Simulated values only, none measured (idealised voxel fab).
process module | voxel wiring stack
cross-section cut | 260 nm wide | cells 5 nm
A cross-section is a grid of square cells, given in bands from the top down. A band is one or more rows of cells.
Each band's line starts with the height of the band's top and of its bottom, in nm. Then come its materials from left to right, each with its width in nm. One material with "throughout" fills the band from edge to edge. "air" is empty space.
Height 0 is the level under which the wafer as received is all one material. The lowest band goes on downwards, as in "0 down".
A width such as "30 to 40" changes by the same amount from each row of cells to the next, from the band's top row to its bottom row.
"no change" after a step means that no cell of the cross-section changed.
closed voids: empty space of 8 cells or more with no open way to the top, each as width x height at its distance from the left edge, in nm
after a step's settings: what the simulator itself notes on the step
overlay nm, on a step with a mask: how far to the right of its planned place the mask lay; to the left if negative
plan
1 op RECEIVE | material Si
2 op CONFORMAL_DEP | material SiO2 | thk nm 10
3 op DIRECTIONAL_DEP | material TiN | thk nm 5
4 op DIRECTIONAL_DEP | material Ru | thk nm 25
5 op MASKED_ETCH | tone cover | mask id METAL_1 | width nm 25 | pitch nm 45 | etch materials Ru | depth nm 25 | overlay nm 0
6 op MASKED_ETCH | tone cover | mask id METAL_1 | width nm 25 | pitch nm 45 | etch materials TiN | depth nm 5 | overlay nm 0
7 op FILL_DEP | material lowk | thk nm 10
8 op CMP | height nm 40
9 op CONFORMAL_DEP | material SiCN | thk nm 5
10 op DIRECTIONAL_DEP | material lowk | thk nm 30
11 op PATTERN | tone open | mask id METAL_2 | material resist | width nm 25 | pitch nm 45 | thk nm 20 | overlay nm 0
12 op DIRECTIONAL_ETCH | etch materials lowk | depth nm 20
13 op STRIP | etch materials resist
14 op PATTERN | tone open | mask id METAL_2_HOLES | material resist | width nm 15 | pitch nm 45 | thk nm 15 | overlay nm 0
15 op DIRECTIONAL_ETCH | etch materials lowk | depth nm 10
16 op DIRECTIONAL_ETCH | etch materials SiCN | depth nm 5
17 op STRIP | etch materials resist
18 op CONFORMAL_DEP | material TiN | thk nm 5
19 op FILL_DEP | material Ru | thk nm 5
20 op CMP | height nm 75
21 op CONFORMAL_DEP | material SiCN | thk nm 5
22 op DIRECTIONAL_DEP | material lowk | thk nm 10
23 op DIRECTIONAL_DEP | material aC | thk nm 10
24 op PATTERN | tone open | mask id PLUG_2 | material resist | width nm 15 | pitch nm 45 | thk nm 30 | overlay nm 0
25 op DIRECTIONAL_ETCH | etch materials aC | depth nm 10
26 op STRIP | etch materials resist
27 op DIRECTIONAL_ETCH | etch materials lowk | depth nm 10
28 op DIRECTIONAL_ETCH | etch materials SiCN | depth nm 5
29 op STRIP | etch materials aC
30 op EPI | material Ru | thk nm 10
31 op EPI | material Ru | thk nm 5
32 op DIRECTIONAL_DEP | material TiN | thk nm 5
33 op DIRECTIONAL_DEP | material W | thk nm 25
34 op PATTERN | tone cover | mask id METAL_3 | material resist | width nm 25 | pitch nm 45 | thk nm 20 | overlay nm 0
35 op DIRECTIONAL_ETCH | etch materials W | depth nm 25
36 op DIRECTIONAL_ETCH | etch materials TiN | depth nm 5
37 op STRIP | etch materials resist
38 op FILL_DEP | material lowk | thk nm 10
39 op CMP | height nm 120
40 op CONFORMAL_DEP | material SiN | thk nm 5
as received, after step 1
  0 down: Si throughout
  closed voids: none
a wafer at the end: this start, this plan, one mistake
  125 to 120: SiN throughout
  120 to 110: lowk 110 | W 10 | lowk 35 | W 10 | lowk 95
  110 to 95: lowk 95 | W 25 | lowk 20 | W 25 | lowk 95
  95 to 90: lowk 95 | W 15 | TiN 10 | lowk 20 | W 15 | TiN 10 | lowk 95
  90 to 85: lowk 95 | W 15 | lowk 30 | W 15 | lowk 105
  85 to 80: lowk 95 | TiN 15 | lowk 30 | TiN 15 | lowk 105
  80 to 75: lowk throughout
  75 to 60: lowk 95 | TiN 5 | Ru 15 | TiN 5 | lowk 20 | TiN 5 | Ru 15 | TiN 5 | lowk 95
  60 to 55: lowk 95 | TiN 5 | Ru 5 | TiN 15 | lowk 20 | TiN 5 | Ru 5 | TiN 15 | lowk 95
  55 to 45: lowk 95 | TiN 5 | Ru 5 | TiN 5 | lowk 30 | TiN 5 | Ru 5 | TiN 5 | lowk 105
  45 to 40: SiCN 95 | TiN 15 | SiCN 30 | TiN 15 | SiCN 105
  40 to 15: lowk 95 | Ru 25 | lowk 20 | Ru 25 | lowk 95
  15 to 10: lowk 95 | TiN 25 | lowk 20 | TiN 25 | lowk 95
  10 to 0: SiO2 throughout
  0 down: Si throughout
  closed voids: none
what went wrong: step 21 ran as: op CONFORMAL_DEP | material lowk | thk nm 5
